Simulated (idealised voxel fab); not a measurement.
Presented below is a process module, voxel ribs on slabs.
FYI the section here is cut, 150 nm wide, cells are 5 nm squares.
Cross-section spec: square-cell grid; bands listed top down; each band is one or more rows.
Band entry format. Leading values: height of top, height of bottom, nm. Remainder: materials in left-to-right order, each with its width in nm. Special words: "full width" on a single material, which then fills the band edge to edge; "air", empty space.
Convention: height 0 is the level below which the wafer, as received, is all one material. The lowest band does not terminate at the bottom but continues downward, represented as "z 0 and below".
The width entry "30..40" should be interpreted row by row: the top row of cells in the band takes the first number, the bottom row takes the second number, and the change between adjacent rows is uniform throughout.
Basically "identical to before" means that step didn't change any cell in the cross-section.
The entry "Enclosed void list" lists the empty spaces that cover at least 8 cells and have no open path to the top. Each is written as width x height at distance, where the distance is measured from the left edge and all three values are in nm.
after a step's settings: what the simulator itself notes on the step
overlay nm: mask right of planned place by this much (step with mask). Neg. = left.

### So here's the lineup of process steps we planned
- 1: RECEIVE (material Si)
- 2: DIRECTIONAL_DEP (material SiO2; thk nm 30)
- 3: DIRECTIONAL_DEP (material polySi; thk nm 20)
- 4: DIRECTIONAL_DEP (material aC; thk nm 15)
- 5: PATTERN (tone cover; mask id RIB; material resist; width nm 30; thk nm 30; overlay nm 0)
- 6: DIRECTIONAL_ETCH (etch materials aC; depth nm 15)
- 7: STRIP (etch materials resist)
- 8: DIRECTIONAL_ETCH (etch materials polySi; depth nm 15)
- 9: STRIP (etch materials aC)
- 10: DIRECTIONAL_DEP (material aC; thk nm 10)
- 11: PATTERN (tone cover; mask id SLAB; material resist; width nm 90; thk nm 25; overlay nm 0)
- 12: DIRECTIONAL_ETCH (etch materials aC; depth nm 10)
- 13: STRIP (etch materials resist)
- 14: DIRECTIONAL_ETCH (etch materials polySi; depth nm 5)
- 15: STRIP (etch materials aC)
- 16: FILL_DEP (material SiO2; thk nm 25)
- 17: CMP (height nm 65)
- 18: DIRECTIONAL_DEP (material W; thk nm 5)
- 19: PATTERN (tone cover; mask id HEATER; material resist; width nm 40; thk nm 15; overlay nm 0)
- 20: DIRECTIONAL_ETCH (etch materials W; depth nm 5)
- 21: STRIP (etch materials resist)
- 22: CONFORMAL_DEP (material SiN; thk nm 10)

### The first of two wafers, run as planned

### Delivered wafer in cross-section: state after step 1
- z 0 and below  Si full width
- Enclosed void list: none

### Upon completion of step 2, the wafer appears in cross-section as shown
- z 30 to 0  SiO2 full width
- Everything under 0 stays put, no change at all.

### Upon completion of step 3, the wafer appears in cross-section as shown
- z 50 to 30  polySi full width
- Everything under 30 stays put, no change at all.

### Upon completion of step 4, the wafer appears in cross-section as shown
- z 65 to 50  aC full width
- Everything under 50 stays put, no change at all.

### Upon completion of step 5, the wafer appears in cross-section as shown
- z 95 to 65  air: 60; resist: 30; air: 60
- Everything under 65 stays put, no change at all.

### Upon completion of step 6, the wafer appears in cross-section as shown
- z 80 to 65  air: 60; resist: 30; air: 60
- z 65 to 50  air: 60; aC: 30; air: 60
- Everything under 50 stays put, no change at all.

### Upon completion of step 7, the wafer appears in cross-section as shown
- z 65 to 50  air: 60; aC: 30; air: 60
- Everything under 50 stays put, no change at all.

### Upon completion of step 8, the wafer appears in cross-section as shown
- z 65 to 50  air: 60; aC: 30; air: 60
- z 50 to 35  air: 60; polySi: 30; air: 60
- Everything under 35 stays put, no change at all.

### Upon completion of step 9, the wafer appears in cross-section as shown
- z 50 to 35  air: 60; polySi: 30; air: 60
- Everything under 35 stays put, no change at all.

### Upon completion of step 10, the wafer appears in cross-section as shown
- z 60 to 50  air: 60; aC: 30; air: 60
- z 50 to 45  air: 60; polySi: 30; air: 60
- z 45 to 35  aC: 60; polySi: 30; aC: 60
- Everything under 35 stays put, no change at all.

### Upon completion of step 11, the wafer appears in cross-section as shown
- z 85 to 60  air: 30; resist: 90; air: 30
- z 60 to 50  air: 30; resist: 30; aC: 30; resist: 30; air: 30
- z 50 to 45  air: 30; resist: 30; polySi: 30; resist: 30; air: 30
- Everything under 45 stays put, no change at all.

### Upon completion of step 12, the wafer appears in cross-section as shown
- z 75 to 60  air: 30; resist: 90; air: 30
- z 60 to 50  air: 30; resist: 30; aC: 30; resist: 30; air: 30
- z 50 to 45  air: 30; resist: 30; polySi: 30; resist: 30; air: 30
- z 45 to 35  air: 30; aC: 30; polySi: 30; aC: 30; air: 30
- Everything under 35 stays put, no change at all.

### Upon completion of step 13, the wafer appears in cross-section as shown
- z 60 to 50  air: 60; aC: 30; air: 60
- z 50 to 45  air: 60; polySi: 30; air: 60
- Everything under 45 stays put, no change at all.

### Upon completion of step 14, the wafer appears in cross-section as shown
- z 60 to 50  air: 60; aC: 30; air: 60
- z 50 to 45  air: 60; polySi: 30; air: 60
- z 45 to 35  air: 30; aC: 30; polySi: 30; aC: 30; air: 30
- z 35 to 30  air: 30; polySi: 90; air: 30
- Everything under 30 stays put, no change at all.

### Upon completion of step 15, the wafer appears in cross-section as shown
- z 50 to 35  air: 60; polySi: 30; air: 60
- Everything under 35 stays put, no change at all.

### Upon completion of step 16, the wafer appears in cross-section as shown
- z 75 to 50  SiO2 full width
- z 50 to 35  SiO2: 60; polySi: 30; SiO2: 60
- z 35 to 30  SiO2: 30; polySi: 90; SiO2: 30
- Everything under 30 stays put, no change at all.

### Upon completion of step 17, the wafer appears in cross-section as shown
- z 65 to 50  SiO2 full width
- Everything under 50 stays put, no change at all.

### Upon completion of step 18, the wafer appears in cross-section as shown
- z 70 to 65  W full width
- Everything under 65 stays put, no change at all.

### Upon completion of step 19, the wafer appears in cross-section as shown
- z 85 to 70  air: 55; resist: 40; air: 55
- Everything under 70 stays put, no change at all.

### Upon completion of step 20, the wafer appears in cross-section as shown
- z 85 to 70  air: 55; resist: 40; air: 55
- z 70 to 65  air: 55; W: 40; air: 55
- Everything under 65 stays put, no change at all.

### Upon completion of step 21, the wafer appears in cross-section as shown
- z 70 to 65  air: 55; W: 40; air: 55
- Everything under 65 stays put, no change at all.

### Upon completion of step 22, the wafer appears in cross-section as shown
- z 80 to 75  air: 45; SiN: 60; air: 45
- z 75 to 70  SiN full width
- z 70 to 65  SiN: 55; W: 40; SiN: 55
- Everything under 65 stays put, no change at all.

### Wafer two of two - same starting point, same process plan, one mistake in execution; matches wafer one up to and including step 18

### Cross-sectional view of the second wafer at the intended end time of process step 19
- z 85 to 70  air: 60; resist: 30; air: 60
- Everything under 70 stays put, no change at all.

### Cross-sectional view of the second wafer at the intended end time of process step 20
- z 85 to 70  air: 60; resist: 30; air: 60
- z 70 to 65  air: 60; W: 30; air: 60
- Everything under 65 stays put, no change at all.

### Cross-sectional view of the second wafer at the intended end time of process step 21
- z 70 to 65  air: 60; W: 30; air: 60
- Everything under 65 stays put, no change at all.

### Cross-sectional view of the second wafer at the intended end time of process step 22
- z 80 to 75  air: 50; SiN: 50; air: 50
- z 75 to 70  SiN full width
- z 70 to 65  SiN: 60; W: 30; SiN: 60
- Everything under 65 stays put, no change at all.
What broke from the plan during processing? step 19 did not happen as planned, as run it was PATTERN (tone cover; mask id HEATER; material resist; width nm 30; thk nm 15; overlay nm 0)
End check, counted in cells, second wafer has more or fewer of these materials than the first: W -2
